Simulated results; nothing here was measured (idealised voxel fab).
Title: Process Module voxel self aligned vias
The width of the displayed cross-section, cut, is 245 nm; its cells are square, with a size of 5 nm.
Reading order for cross-sections: top band down to bottom band. Underlying form: a grid of square cells. Band size: one or more rows of cells.
Basically the band line says how high the top is and how high the bottom is, in nm, and then what's in it from left to right, every material with its width in nm. Empty space shows up as "empty", and if a single material carries "full width" it runs the full band edge to edge.
Heights are expressed relative to 0, this being the level below which the as-received wafer comprises one material exclusively. The lowest band is unbounded in the downward direction and is denoted as in "top 0, no bottom".
The expression "30 to 40" gives the width at the extremes of the band, the first number at its top row of cells and the second at its bottom row, with the width changing by equal amounts from each row to the next in between.
Given "no alteration" for a step, no cell of the cross-section differs between before and after that step.
This entry, "Encapsulated voids", enumerates those empty regions of no fewer than 8 cells that possess no open connection to the top. Each region is reported in the form width x height at distance, the distance being taken from the left edge, with all three quantities expressed in nm.
Note: text after step settings on the step line = simulator remark on that step.
overlay nm: mask right of planned place by this much (step with mask). Neg. = left.
Layout of what follows: cross-section pairs, each bracketing one process step, the after cross-section shown only to the lowest band that changed, the step between and its settings noted under each pair. Pairs may originate in different runs of this module on the same starting wafer; a pair continues from the pair above only where its entry headed "State before" says so.

-- State before
	top 70, bottom 60: aC 75 nm | empty 35 nm | aC 25 nm | empty 35 nm | aC 75 nm
	top 60, bottom 40: lowk full width
	top 40, bottom 35: lowk 80 nm | SiN 25 nm | lowk 35 nm | SiN 25 nm | lowk 80 nm
	top 35, bottom 20: lowk 80 nm | TiN 5 nm | W 15 nm | TiN 5 nm | lowk 35 nm | TiN 5 nm | W 15 nm | TiN 5 nm | lowk 80 nm
	top 20, bottom 15: lowk 80 nm | TiN 25 nm | lowk 35 nm | TiN 25 nm | lowk 80 nm
	top 15, bottom 5: SiO2 full width
	top 5, bottom 0: SiCN full width
	top 0, no bottom: Si full width
	Encapsulated voids: none

-- After the Step
	top 70, bottom 60: aC 75 nm | empty 35 nm | aC 25 nm | empty 35 nm | aC 75 nm
	top 60, bottom 40: lowk 75 nm | empty 35 nm | lowk 25 nm | empty 35 nm | lowk 75 nm
	Anything lower than 40 is untouched.
	Encapsulated voids: none
Name the step between the before and after sections above: DIRECTIONAL_ETCH,etch materials lowk,depth nm 20

State before: The structure entering this step is exactly what the pair just above shows after its step.

-- After the Step
	top 70, bottom 60: aC 75 nm | empty 35 nm | aC 25 nm | empty 35 nm | aC 75 nm
	top 60, bottom 40: lowk 75 nm | empty 35 nm | lowk 25 nm | empty 35 nm | lowk 75 nm
	top 40, bottom 35: lowk 80 nm | empty 25 nm | lowk 35 nm | empty 25 nm | lowk 80 nm
	Anything lower than 35 is untouched.
	Encapsulated voids: none
Name the step between the before and after sections above: DIRECTIONAL_ETCH,etch materials SiN,depth nm 5

State before: The structure entering this step is exactly what the pair just above shows after its step.

-- After the Step
	top 60, bottom 40: lowk 75 nm | empty 35 nm | lowk 25 nm | empty 35 nm | lowk 75 nm
	Anything lower than 40 is untouched.
	Encapsulated voids: none
Name the step between the before and after sections above: STRIP,etch materials aC

State before: The structure entering this step is exactly what the pair just above shows after its step.

-- After the Step
	top 65, bottom 60: TiN 80 nm | empty 25 nm | TiN 35 nm | empty 25 nm | TiN 80 nm
	top 60, bottom 45: lowk 75 nm | TiN 5 nm | empty 25 nm | TiN 5 nm | lowk 25 nm | TiN 5 nm | empty 25 nm | TiN 5 nm | lowk 75 nm
	top 45, bottom 40: lowk 75 nm | TiN 10 nm | empty 15 nm | TiN 10 nm | lowk 25 nm | TiN 10 nm | empty 15 nm | TiN 10 nm | lowk 75 nm
	top 40, bottom 35: lowk 80 nm | TiN 25 nm | lowk 35 nm | TiN 25 nm | lowk 80 nm
	Anything lower than 35 is untouched.
	Encapsulated voids: none
Name the step between the before and after sections above: CONFORMAL_DEP,material TiN,thk nm 5

State before: The structure entering this step is exactly what the pair just above shows after its step.

-- After the Step
	top 75, bottom 65: Ru full width
	top 65, bottom 60: TiN 80 nm | Ru 25 nm | TiN 35 nm | Ru 25 nm | TiN 80 nm
	top 60, bottom 45: lowk 75 nm | TiN 5 nm | Ru 25 nm | TiN 5 nm | lowk 25 nm | TiN 5 nm | Ru 25 nm | TiN 5 nm | lowk 75 nm
	top 45, bottom 40: lowk 75 nm | TiN 10 nm | Ru 15 nm | TiN 10 nm | lowk 25 nm | TiN 10 nm | Ru 15 nm | TiN 10 nm | lowk 75 nm
	Anything lower than 40 is untouched.
	Encapsulated voids: none
Name the step between the before and after sections above: FILL_DEP,material Ru,thk nm 10

State before: The structure entering this step is exactly what the pair just above shows after its step.

-- After the Step
	top 60, bottom 45: lowk 75 nm | TiN 5 nm | Ru 25 nm | TiN 5 nm | lowk 25 nm | TiN 5 nm | Ru 25 nm | TiN 5 nm | lowk 75 nm
	Anything lower than 45 is untouched.
	Encapsulated voids: none
Name the step between the before and after sections above: CMP,height nm 60

State before: The structure entering this step is exactly what the pair just above shows after its step.

-- After the Step
	top 65, bottom 60: SiN full width
	Anything lower than 60 is untouched.
	Encapsulated voids: none
Name the step between the before and after sections above: CONFORMAL_DEP,material SiN,thk nm 5

-- State before
	top 75, bottom 65: Ru full width
	top 65, bottom 60: TiN 80 nm | Ru 25 nm | TiN 35 nm | Ru 25 nm | TiN 80 nm
	top 60, bottom 45: lowk 75 nm | TiN 5 nm | Ru 25 nm | TiN 5 nm | lowk 25 nm | TiN 5 nm | Ru 25 nm | TiN 5 nm | lowk 75 nm
	top 45, bottom 40: lowk 75 nm | TiN 10 nm | Ru 15 nm | TiN 10 nm | lowk 25 nm | TiN 10 nm | Ru 15 nm | TiN 10 nm | lowk 75 nm
	top 40, bottom 35: lowk 80 nm | TiN 25 nm | lowk 35 nm | TiN 25 nm | lowk 80 nm
	top 35, bottom 20: lowk 80 nm | TiN 5 nm | W 15 nm | TiN 5 nm | lowk 35 nm | TiN 5 nm | W 15 nm | TiN 5 nm | lowk 80 nm
	top 20, bottom 15: lowk 80 nm | TiN 25 nm | lowk 35 nm | TiN 25 nm | lowk 80 nm
	top 15, bottom 10: SiCN full width
	top 10, bottom 0: SiO2 full width
	top 0, no bottom: Si full width
	Encapsulated voids: none

-- After the Step
	top 55, bottom 45: lowk 75 nm | TiN 5 nm | Ru 25 nm | TiN 5 nm | lowk 25 nm | TiN 5 nm | Ru 25 nm | TiN 5 nm | lowk 75 nm
	Anything lower than 45 is untouched.
	Encapsulated voids: none
Name the step between the before and after sections above: CMP,height nm 55

State before: The structure entering this step is exactly what the pair just above shows after its step.

-- After the Step
	top 60, bottom 55: SiN full width
	Anything lower than 55 is untouched.
	Encapsulated voids: none
Name the step between the before and after sections above: CONFORMAL_DEP,material SiN,thk nm 5

-- State before
	top 70, bottom 60: aC full width
	top 60, bottom 40: lowk full width
	top 40, bottom 35: lowk 80 nm | SiN 25 nm | lowk 35 nm | SiN 25 nm | lowk 80 nm
	top 35, bottom 20: lowk 80 nm | TiN 5 nm | W 15 nm | TiN 5 nm | lowk 35 nm | TiN 5 nm | W 15 nm | TiN 5 nm | lowk 80 nm
	top 20, bottom 15: lowk 80 nm | TiN 25 nm | lowk 35 nm | TiN 25 nm | lowk 80 nm
	top 15, bottom 10: SiCN full width
	top 10, bottom 0: SiO2 full width
	top 0, no bottom: Si full width
	Encapsulated voids: none

-- After the Step
	top 95, bottom 70: resist 75 nm | empty 40 nm | resist 20 nm | empty 40 nm | resist 70 nm
	Anything lower than 70 is untouched.
	Encapsulated voids: none
Name the step between the before and after sections above: PATTERN,tone open,mask id VIAS,material resist,width nm 40,pitch nm 60,thk nm 25,overlay nm 0

State before: The structure entering this step is exactly what the pair just above shows after its step.

-- After the Step
	top 85, bottom 70: resist 75 nm | empty 40 nm | resist 20 nm | empty 40 nm | resist 70 nm
	top 70, bottom 60: aC 75 nm | empty 40 nm | aC 20 nm | empty 40 nm | aC 70 nm
	Anything lower than 60 is untouched.
	Encapsulated voids: none
Name the step between the before and after sections above: DIRECTIONAL_ETCH,etch materials aC,depth nm 10

State before: The structure entering this step is exactly what the pair just above shows after its step.

-- After the Step
	top 70, bottom 60: aC 75 nm | empty 40 nm | aC 20 nm | empty 40 nm | aC 70 nm
	Anything lower than 60 is untouched.
	Encapsulated voids: none
Name the step between the before and after sections above: STRIP,etch materials resist

State before: The structure entering this step is exactly what the pair just above shows after its step.

-- After the Step
	top 70, bottom 60: aC 75 nm | empty 40 nm | aC 20 nm | empty 40 nm | aC 70 nm
	top 60, bottom 40: lowk 75 nm | empty 40 nm | lowk 20 nm | empty 40 nm | lowk 70 nm
	Anything lower than 40 is untouched.
	Encapsulated voids: none
Name the step between the before and after sections above: DIRECTIONAL_ETCH,etch materials lowk,depth nm 20

State before: The structure entering this step is exactly what the pair just above shows after its step.

-- After the Step
	top 70, bottom 60: aC 75 nm | empty 40 nm | aC 20 nm | empty 40 nm | aC 70 nm
	top 60, bottom 40: lowk 75 nm | empty 40 nm | lowk 20 nm | empty 40 nm | lowk 70 nm
	top 40, bottom 35: lowk 80 nm | empty 25 nm | lowk 35 nm | empty 25 nm | lowk 80 nm
	Anything lower than 35 is untouched.
	Encapsulated voids: none
Name the step between the before and after sections above: DIRECTIONAL_ETCH,etch materials SiN,depth nm 5

State before: The structure entering this step is exactly what the pair just above shows after its step.

-- After the Step
	top 60, bottom 40: lowk 75 nm | empty 40 nm | lowk 20 nm | empty 40 nm | lowk 70 nm
	Anything lower than 40 is untouched.
	Encapsulated voids: none
Name the step between the before and after sections above: STRIP,etch materials aC

State before: The structure entering this step is exactly what the pair just above shows after its step.

-- After the Step
	top 65, bottom 60: TiN 80 nm | empty 30 nm | TiN 30 nm | empty 30 nm | TiN 75 nm
	top 60, bottom 45: lowk 75 nm | TiN 5 nm | empty 30 nm | TiN 5 nm | lowk 20 nm | TiN 5 nm | empty 30 nm | TiN 5 nm | lowk 70 nm
	top 45, bottom 40: lowk 75 nm | TiN 10 nm | empty 15 nm | TiN 15 nm | lowk 20 nm | TiN 10 nm | empty 15 nm | TiN 15 nm | lowk 70 nm
	top 40, bottom 35: lowk 80 nm | TiN 25 nm | lowk 35 nm | TiN 25 nm | lowk 80 nm
	Anything lower than 35 is untouched.
	Encapsulated voids: none
Name the step between the before and after sections above: CONFORMAL_DEP,material TiN,thk nm 5

State before: The structure entering this step is exactly what the pair just above shows after its step.

-- After the Step
	top 75, bottom 65: Ru full width
	top 65, bottom 60: TiN 80 nm | Ru 30 nm | TiN 30 nm | Ru 30 nm | TiN 75 nm
	top 60, bottom 45: lowk 75 nm | TiN 5 nm | Ru 30 nm | TiN 5 nm | lowk 20 nm | TiN 5 nm | Ru 30 nm | TiN 5 nm | lowk 70 nm
	top 45, bottom 40: lowk 75 nm | TiN 10 nm | Ru 15 nm | TiN 15 nm | lowk 20 nm | TiN 10 nm | Ru 15 nm | TiN 15 nm | lowk 70 nm
	Anything lower than 40 is untouched.
	Encapsulated voids: none
Name the step between the before and after sections above: FILL_DEP,material Ru,thk nm 10

State before: The structure entering this step is exactly what the pair just above shows after its step.

-- After the Step
	top 60, bottom 45: lowk 75 nm | TiN 5 nm | Ru 30 nm | TiN 5 nm | lowk 20 nm | TiN 5 nm | Ru 30 nm | TiN 5 nm | lowk 70 nm
	Anything lower than 45 is untouched.
	Encapsulated voids: none
Name the step between the before and after sections above: CMP,height nm 60

State before: The structure entering this step is exactly what the pair just above shows after its step.

-- After the Step
	top 65, bottom 60: SiN full width
	Anything lower than 60 is untouched.
	Encapsulated voids: none
Name the step between the before and after sections above: CONFORMAL_DEP,material SiN,thk nm 5

-- State before
	top 70, bottom 60: aC full width
	top 60, bottom 40: lowk full width
	top 40, bottom 35: lowk 80 nm | SiN 25 nm | lowk 35 nm | SiN 25 nm | lowk 80 nm
	top 35, bottom 20: lowk 80 nm | TiN 5 nm | W 15 nm | TiN 5 nm | lowk 35 nm | TiN 5 nm | W 15 nm | TiN 5 nm | lowk 80 nm
	top 20, bottom 15: lowk 80 nm | TiN 25 nm | lowk 35 nm | TiN 25 nm | lowk 80 nm
	top 15, bottom 10: SiCN full width
	top 10, bottom 0: SiO2 full width
	top 0, no bottom: Si full width
	Encapsulated voids: none

-- After the Step
	top 95, bottom 70: resist 85 nm | empty 35 nm | resist 25 nm | empty 35 nm | resist 65 nm
	Anything lower than 70 is untouched.
	Encapsulated voids: none
Name the step between the before and after sections above: PATTERN,tone open,mask id VIAS,material resist,width nm 35,pitch nm 60,thk nm 25,overlay nm 10

State before: The structure entering this step is exactly what the pair just above shows after its step.

-- After the Step
	top 85, bottom 70: resist 85 nm | empty 35 nm | resist 25 nm | empty 35 nm | resist 65 nm
	top 70, bottom 60: aC 85 nm | empty 35 nm | aC 25 nm | empty 35 nm | aC 65 nm
	Anything lower than 60 is untouched.
	Encapsulated voids: none
Name the step between the before and after sections above: DIRECTIONAL_ETCH,etch materials aC,depth nm 10

State before: The structure entering this step is exactly what the pair just above shows after its step.

-- After the Step
	top 70, bottom 60: aC 85 nm | empty 35 nm | aC 25 nm | empty 35 nm | aC 65 nm
	Anything lower than 60 is untouched.
	Encapsulated voids: none
Name the step between the before and after sections above: STRIP,etch materials resist

State before: The structure entering this step is exactly what the pair just above shows after its step.

-- After the Step
	top 70, bottom 60: aC 85 nm | empty 35 nm | aC 25 nm | empty 35 nm | aC 65 nm
	top 60, bottom 40: lowk 85 nm | empty 35 nm | lowk 25 nm | empty 35 nm | lowk 65 nm
	Anything lower than 40 is untouched.
	Encapsulated voids: none
Name the step between the before and after sections above: DIRECTIONAL_ETCH,etch materials lowk,depth nm 20

State before: The structure entering this step is exactly what the pair just above shows after its step.

-- After the Step
	top 70, bottom 60: aC 85 nm | empty 35 nm | aC 25 nm | empty 35 nm | aC 65 nm
	top 60, bottom 40: lowk 85 nm | empty 35 nm | lowk 25 nm | empty 35 nm | lowk 65 nm
	top 40, bottom 35: lowk 80 nm | SiN 5 nm | empty 20 nm | lowk 35 nm | SiN 5 nm | empty 20 nm | lowk 80 nm
	Anything lower than 35 is untouched.
	Encapsulated voids: none
Name the step between the before and after sections above: DIRECTIONAL_ETCH,etch materials SiN,depth nm 5

State before: The structure entering this step is exactly what the pair just above shows after its step.

-- After the Step
	top 60, bottom 40: lowk 85 nm | empty 35 nm | lowk 25 nm | empty 35 nm | lowk 65 nm
	Anything lower than 40 is untouched.
	Encapsulated voids: none
Name the step between the before and after sections above: STRIP,etch materials aC

State before: The structure entering this step is exactly what the pair just above shows after its step.

-- After the Step
	top 65, bottom 60: TiN 90 nm | empty 25 nm | TiN 35 nm | empty 25 nm | TiN 70 nm
	top 60, bottom 45: lowk 85 nm | TiN 5 nm | empty 25 nm | TiN 5 nm | lowk 25 nm | TiN 5 nm | empty 25 nm | TiN 5 nm | lowk 65 nm
	top 45, bottom 40: lowk 85 nm | TiN 5 nm | empty 10 nm | TiN 20 nm | lowk 25 nm | TiN 5 nm | empty 10 nm | TiN 20 nm | lowk 65 nm
	top 40, bottom 35: lowk 80 nm | SiN 5 nm | TiN 20 nm | lowk 35 nm | SiN 5 nm | TiN 20 nm | lowk 80 nm
	Anything lower than 35 is untouched.
	Encapsulated voids: none
Name the step between the before and after sections above: CONFORMAL_DEP,material TiN,thk nm 5

State before: The structure entering this step is exactly what the pair just above shows after its step.

-- After the Step
	top 75, bottom 65: Ru full width
	top 65, bottom 60: TiN 90 nm | Ru 25 nm | TiN 35 nm | Ru 25 nm | TiN 70 nm
	top 60, bottom 45: lowk 85 nm | TiN 5 nm | Ru 25 nm | TiN 5 nm | lowk 25 nm | TiN 5 nm | Ru 25 nm | TiN 5 nm | lowk 65 nm
	top 45, bottom 40: lowk 85 nm | TiN 5 nm | Ru 10 nm | TiN 20 nm | lowk 25 nm | TiN 5 nm | Ru 10 nm | TiN 20 nm | lowk 65 nm
	Anything lower than 40 is untouched.
	Encapsulated voids: none
Name the step between the before and after sections above: FILL_DEP,material Ru,thk nm 10

State before: The structure entering this step is exactly what the pair just above shows after its step.

-- After the Step
	top 60, bottom 45: lowk 85 nm | TiN 5 nm | Ru 25 nm | TiN 5 nm | lowk 25 nm | TiN 5 nm | Ru 25 nm | TiN 5 nm | lowk 65 nm
	Anything lower than 45 is untouched.
	Encapsulated voids: none
Name the step between the before and after sections above: CMP,height nm 60

State before: The structure entering this step is exactly what the pair just above shows after its step.

-- After the Step
	top 65, bottom 60: SiN full width
	Anything lower than 60 is untouched.
	Encapsulated voids: none
Name the step between the before and after sections above: CONFORMAL_DEP,material SiN,thk nm 5

-- State before
	top 45, bottom 40: TiN 85 nm | empty 15 nm | TiN 45 nm | empty 15 nm | TiN 85 nm
	top 40, bottom 20: lowk 80 nm | TiN 5 nm | empty 15 nm | TiN 5 nm | lowk 35 nm | TiN 5 nm | empty 15 nm | TiN 5 nm | lowk 80 nm
	top 20, bottom 15: lowk 80 nm | TiN 25 nm | lowk 35 nm | TiN 25 nm | lowk 80 nm
	top 15, bottom 10: SiCN full width
	top 10, bottom 0: SiO2 full width
	top 0, no bottom: Si full width
	Encapsulated voids: none

-- After the Step
	top 50, bottom 45: SiCN full width
	top 45, bottom 40: TiN 85 nm | SiCN 15 nm | TiN 45 nm | SiCN 15 nm | TiN 85 nm
	top 40, bottom 20: lowk 80 nm | TiN 5 nm | SiCN 15 nm | TiN 5 nm | lowk 35 nm | TiN 5 nm | SiCN 15 nm | TiN 5 nm | lowk 80 nm
	Anything lower than 20 is untouched.
	Encapsulated voids: none
Name the step between the before and after sections above: FILL_DEP,material SiCN,thk nm 5

State before: The structure entering this step is exactly what the pair just above shows after its step.

-- After the Step
	top 40, bottom 20: lowk 80 nm | TiN 5 nm | SiCN 15 nm | TiN 5 nm | lowk 35 nm | TiN 5 nm | SiCN 15 nm | TiN 5 nm | lowk 80 nm
	Anything lower than 20 is untouched.
	Encapsulated voids: none
Name the step between the before and after sections above: CMP,height nm 40

State before: The structure entering this step is exactly what the pair just above shows after its step.

-- After the Step
	top 40, bottom 35: lowk 80 nm | empty 5 nm | SiCN 15 nm | empty 5 nm | lowk 35 nm | empty 5 nm | SiCN 15 nm | empty 5 nm | lowk 80 nm
	Anything lower than 35 is untouched.
	Encapsulated voids: none
Name the step between the before and after sections above: SELECTIVE_ETCH,etch materials W Ru TiN,depth nm 5

State before: The structure entering this step is exactly what the pair just above shows after its step.

-- After the Step
	top 50, bottom 40: SiN full width
	top 40, bottom 35: lowk 80 nm | SiN 5 nm | SiCN 15 nm | SiN 5 nm | lowk 35 nm | SiN 5 nm | SiCN 15 nm | SiN 5 nm | lowk 80 nm
	Anything lower than 35 is untouched.
	Encapsulated voids: none
Name the step between the before and after sections above: FILL_DEP,material SiN,thk nm 10

State before: The structure entering this step is exactly what the pair just above shows after its step.

-- After the Step
	top 40, bottom 35: lowk 80 nm | SiN 5 nm | SiCN 15 nm | SiN 5 nm | lowk 35 nm | SiN 5 nm | SiCN 15 nm | SiN 5 nm | lowk 80 nm
	Anything lower than 35 is untouched.
	Encapsulated voids: none
Name the step between the before and after sections above: CMP,height nm 40

State before: The structure entering this step is exactly what the pair just above shows after its step.

-- After the Step
	top 60, bottom 40: lowk full width
	Anything lower than 40 is untouched.
	Encapsulated voids: none
Name the step between the before and after sections above: DIRECTIONAL_DEP,material lowk,thk nm 20

State before: The structure entering this step is exactly what the pair just above shows after its step.

-- After the Step
	top 70, bottom 60: aC full width
	Anything lower than 60 is untouched.
	Encapsulated voids: none
Name the step between the before and after sections above: DIRECTIONAL_DEP,material aC,thk nm 10

State before: The structure entering this step is exactly what the pair just above shows after its step.

-- After the Step
	top 95, bottom 70: resist 75 nm | empty 35 nm | resist 25 nm | empty 35 nm | resist 75 nm
	Anything lower than 70 is untouched.
	Encapsulated voids: none
Name the step between the before and after sections above: PATTERN,tone open,mask id VIAS,material resist,width nm 35,pitch nm 60,thk nm 25,overlay nm 0

State before: The structure entering this step is exactly what the pair just above shows after its step.

-- After the Step
	top 85, bottom 70: resist 75 nm | empty 35 nm | resist 25 nm | empty 35 nm | resist 75 nm
	top 70, bottom 60: aC 75 nm | empty 35 nm | aC 25 nm | empty 35 nm | aC 75 nm
	Anything lower than 60 is untouched.
	Encapsulated voids: none
Name the step between the before and after sections above: DIRECTIONAL_ETCH,etch materials aC,depth nm 10

State before: The structure entering this step is exactly what the pair just above shows after its step.

-- After the Step
	top 70, bottom 60: aC 75 nm | empty 35 nm | aC 25 nm | empty 35 nm | aC 75 nm
	Anything lower than 60 is untouched.
	Encapsulated voids: none
Name the step between the before and after sections above: STRIP,etch materials resist

State before: The structure entering this step is exactly what the pair just above shows after its step.

-- After the Step
	top 70, bottom 60: aC 75 nm | empty 35 nm | aC 25 nm | empty 35 nm | aC 75 nm
	top 60, bottom 40: lowk 75 nm | empty 35 nm | lowk 25 nm | empty 35 nm | lowk 75 nm
	Anything lower than 40 is untouched.
	Encapsulated voids: none
Name the step between the before and after sections above: DIRECTIONAL_ETCH,etch materials lowk,depth nm 20

State before: The structure entering this step is exactly what the pair just above shows after its step.

-- After the Step
	top 70, bottom 60: aC 75 nm | empty 35 nm | aC 25 nm | empty 35 nm | aC 75 nm
	top 60, bottom 40: lowk 75 nm | empty 35 nm | lowk 25 nm | empty 35 nm | lowk 75 nm
	top 40, bottom 35: lowk 80 nm | empty 5 nm | SiCN 15 nm | empty 5 nm | lowk 35 nm | empty 5 nm | SiCN 15 nm | empty 5 nm | lowk 80 nm
	Anything lower than 35 is untouched.
	Encapsulated voids: none
Name the step between the before and after sections above: DIRECTIONAL_ETCH,etch materials SiN,depth nm 5

State before: The structure entering this step is exactly what the pair just above shows after its step.

-- After the Step
	top 60, bottom 40: lowk 75 nm | empty 35 nm | lowk 25 nm | empty 35 nm | lowk 75 nm
	Anything lower than 40 is untouched.
	Encapsulated voids: none
Name the step between the before and after sections above: STRIP,etch materials aC

State before: The structure entering this step is exactly what the pair just above shows after its step.

-- After the Step
	top 65, bottom 60: TiN 80 nm | empty 25 nm | TiN 35 nm | empty 25 nm | TiN 80 nm
	top 60, bottom 45: lowk 75 nm | TiN 5 nm | empty 25 nm | TiN 5 nm | lowk 25 nm | TiN 5 nm | empty 25 nm | TiN 5 nm | lowk 75 nm
	top 45, bottom 40: lowk 75 nm | TiN 35 nm | lowk 25 nm | TiN 35 nm | lowk 75 nm
	top 40, bottom 20: lowk 80 nm | TiN 5 nm | SiCN 15 nm | TiN 5 nm | lowk 35 nm | TiN 5 nm | SiCN 15 nm | TiN 5 nm | lowk 80 nm
	Anything lower than 20 is untouched.
	Encapsulated voids: none
Name the step between the before and after sections above: CONFORMAL_DEP,material TiN,thk nm 5

State before: The structure entering this step is exactly what the pair just above shows after its step.

-- After the Step
	top 75, bottom 65: Ru full width
	top 65, bottom 60: TiN 80 nm | Ru 25 nm | TiN 35 nm | Ru 25 nm | TiN 80 nm
	top 60, bottom 45: lowk 75 nm | TiN 5 nm | Ru 25 nm | TiN 5 nm | lowk 25 nm | TiN 5 nm | Ru 25 nm | TiN 5 nm | lowk 75 nm
	Anything lower than 45 is untouched.
	Encapsulated voids: none
Name the step between the before and after sections above: FILL_DEP,material Ru,thk nm 10

State before: The structure entering this step is exactly what the pair just above shows after its step.

-- After the Step
	top 60, bottom 45: lowk 75 nm | TiN 5 nm | Ru 25 nm | TiN 5 nm | lowk 25 nm | TiN 5 nm | Ru 25 nm | TiN 5 nm | lowk 75 nm
	Anything lower than 45 is untouched.
	Encapsulated voids: none
Name the step between the before and after sections above: CMP,height nm 60

State before: The structure entering this step is exactly what the pair just above shows after its step.

-- After the Step
	top 65, bottom 60: SiN full width
	Anything lower than 60 is untouched.
	Encapsulated voids: none
Name the step between the before and after sections above: CONFORMAL_DEP,material SiN,thk nm 5

-- State before
	top 70, bottom 60: aC full width
	top 60, bottom 40: lowk full width
	top 40, bottom 35: lowk 80 nm | SiN 25 nm | lowk 35 nm | SiN 25 nm | lowk 80 nm
	top 35, bottom 20: lowk 80 nm | TiN 5 nm | W 15 nm | TiN 5 nm | lowk 35 nm | TiN 5 nm | W 15 nm | TiN 5 nm | lowk 80 nm
	top 20, bottom 15: lowk 80 nm | TiN 25 nm | lowk 35 nm | TiN 25 nm | lowk 80 nm
	top 15, bottom 10: SiCN full width
	top 10, bottom 0: SiO2 full width
	top 0, no bottom: Si full width
	Encapsulated voids: none

-- After the Step
	top 95, bottom 70: empty 75 nm | resist 35 nm | empty 25 nm | resist 35 nm | empty 75 nm
	Anything lower than 70 is untouched.
	Encapsulated voids: none
Name the step between the before and after sections above: PATTERN,tone cover,mask id VIAS,material resist,width nm 35,pitch nm 60,thk nm 25,overlay nm 0

State before: The structure entering this step is exactly what the pair just above shows after its step.

-- After the Step
	top 85, bottom 70: empty 75 nm | resist 35 nm | empty 25 nm | resist 35 nm | empty 75 nm
	top 70, bottom 60: empty 75 nm | aC 35 nm | empty 25 nm | aC 35 nm | empty 75 nm
	Anything lower than 60 is untouched.
	Encapsulated voids: none
Name the step between the before and after sections above: DIRECTIONAL_ETCH,etch materials aC,depth nm 10

State before: The structure entering this step is exactly what the pair just above shows after its step.

-- After the Step
	top 70, bottom 60: empty 75 nm | aC 35 nm | empty 25 nm | aC 35 nm | empty 75 nm
	Anything lower than 60 is untouched.
	Encapsulated voids: none
Name the step between the before and after sections above: STRIP,etch materials resist

State before: The structure entering this step is exactly what the pair just above shows after its step.

-- After the Step
	top 70, bottom 60: empty 75 nm | aC 35 nm | empty 25 nm | aC 35 nm | empty 75 nm
	top 60, bottom 40: empty 75 nm | lowk 35 nm | empty 25 nm | lowk 35 nm | empty 75 nm
	Anything lower than 40 is untouched.
	Encapsulated voids: none
Name the step between the before and after sections above: DIRECTIONAL_ETCH,etch materials lowk,depth nm 20

State before: The structure entering this step is exactly what the pair just above shows after its step.

-- After the Step
	top 60, bottom 40: empty 75 nm | lowk 35 nm | empty 25 nm | lowk 35 nm | empty 75 nm
	Anything lower than 40 is untouched.
	Encapsulated voids: none
Name the step between the before and after sections above: STRIP,etch materials aC

State before: The structure entering this step is exactly what the pair just above shows after its step.

-- After the Step
	top 65, bottom 60: empty 70 nm | TiN 45 nm | empty 15 nm | TiN 45 nm | empty 70 nm
	top 60, bottom 45: empty 70 nm | TiN 5 nm | lowk 35 nm | TiN 5 nm | empty 15 nm | TiN 5 nm | lowk 35 nm | TiN 5 nm | empty 70 nm
	top 45, bottom 40: TiN 75 nm | lowk 35 nm | TiN 25 nm | lowk 35 nm | TiN 75 nm
	Anything lower than 40 is untouched.
	Encapsulated voids: none
Name the step between the before and after sections above: CONFORMAL_DEP,material TiN,thk nm 5

State before: The structure entering this step is exactly what the pair just above shows after its step.

-- After the Step
	top 75, bottom 65: Ru full width
	top 65, bottom 60: Ru 70 nm | TiN 45 nm | Ru 15 nm | TiN 45 nm | Ru 70 nm
	top 60, bottom 45: Ru 70 nm | TiN 5 nm | lowk 35 nm | TiN 5 nm | Ru 15 nm | TiN 5 nm | lowk 35 nm | TiN 5 nm | Ru 70 nm
	Anything lower than 45 is untouched.
	Encapsulated voids: none
Name the step between the before and after sections above: FILL_DEP,material Ru,thk nm 10

State before: The structure entering this step is exactly what the pair just above shows after its step.

-- After the Step
	top 60, bottom 45: Ru 70 nm | TiN 5 nm | lowk 35 nm | TiN 5 nm | Ru 15 nm | TiN 5 nm | lowk 35 nm | TiN 5 nm | Ru 70 nm
	Anything lower than 45 is untouched.
	Encapsulated voids: none
Name the step between the before and after sections above: CMP,height nm 60

State before: The structure entering this step is exactly what the pair just above shows after its step.

-- After the Step
	top 65, bottom 60: SiN full width
	Anything lower than 60 is untouched.
	Encapsulated voids: none
Name the step between the before and after sections above: CONFORMAL_DEP,material SiN,thk nm 5
